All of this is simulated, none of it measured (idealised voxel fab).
The document below concerns the process module designated voxel trench capacitor.
Each square cell in cross-section cut measures 5 nm, and the section as a whole is 205 nm wide.
Bands, listed from the top down, are how a cross-section gets written in this document; the cross-section itself is a grid of square cells, and a band is one or more rows of them. Each band's line starts with the height of the band's top and of its bottom, in nm. Then come its materials from left to right, each with its width in nm. One material with "everywhere" fills the band from edge to edge. "air" is empty space. Heights are reckoned from 0. Under this level, the received wafer is all of one material. The bottommost band is open-ended downward, for example "from 0 down". So if you see something like "30..40" for the width, read it as the top row of the band sitting at the first number and the bottom row at the second, with every row in between moving by the same amount as the last. "remained the same" (step): cross-section cells unchanged, all of them. You'll see "Enclosed cavity list" listing empty spaces that have no way open to the top, as long as they're 8 cells or more; the notation is width x height at distance, where the distance is from the left edge, and all of it is in nm. Note: text after step settings on the step line = simulator remark on that step. Each step line may optionally specify "overlay nm", which for a step with a mask gives the rightward distance between the mask's planned place and where it lay, a negative value indicating the leftward direction.

**The following list gives the planned process steps**
1) RECEIVE with material Si
2) CONFORMAL_DEP with material SiN, thk nm 10
3) DIRECTIONAL_DEP with material aC, thk nm 10
4) PATTERN with tone open, mask id TRENCH, material resist, width nm 15, pitch nm 45, thk nm 25, overlay nm 0
5) DIRECTIONAL_ETCH with etch materials aC, depth nm 10
6) STRIP with etch materials resist
7) DIRECTIONAL_ETCH with etch materials SiN, depth nm 10
8) DIRECTIONAL_ETCH with etch materials Si, depth nm 40
9) STRIP with etch materials aC
10) CONFORMAL_DEP with material Al2O3, thk nm 5
11) FILL_DEP with material polySi, thk nm 5
12) CMP with height nm 10

**Cross-section of the wafer as it came to us, i.e., already through step 1**
from 0 down | Si everywhere
Enclosed cavity list: none

**End state of the module in cross-section, given the above starting point and plan and one mistake in execution**
from 10 to 0 | polySi 45 / Al2O3 5 / SiN 15 / Al2O3 5 / polySi 20 / Al2O3 5 / SiN 15 / Al2O3 5 / polySi 20 / Al2O3 5 / SiN 15 / Al2O3 5 / polySi 45
from 0 to -35 | polySi 45 / Al2O3 5 / Si 15 / Al2O3 5 / polySi 20 / Al2O3 5 / Si 15 / Al2O3 5 / polySi 20 / Al2O3 5 / Si 15 / Al2O3 5 / polySi 45
from -35 to -40 | Al2O3 50 / Si 15 / Al2O3 30 / Si 15 / Al2O3 30 / Si 15 / Al2O3 50
from -40 down | Si everywhere
Enclosed cavity list: none
Here's what went sideways: step 4 was run on a setting that differed from the plan, and what really ran there is PATTERN with tone cover, mask id TRENCH, material resist, width nm 15, pitch nm 45, thk nm 25, overlay nm 0
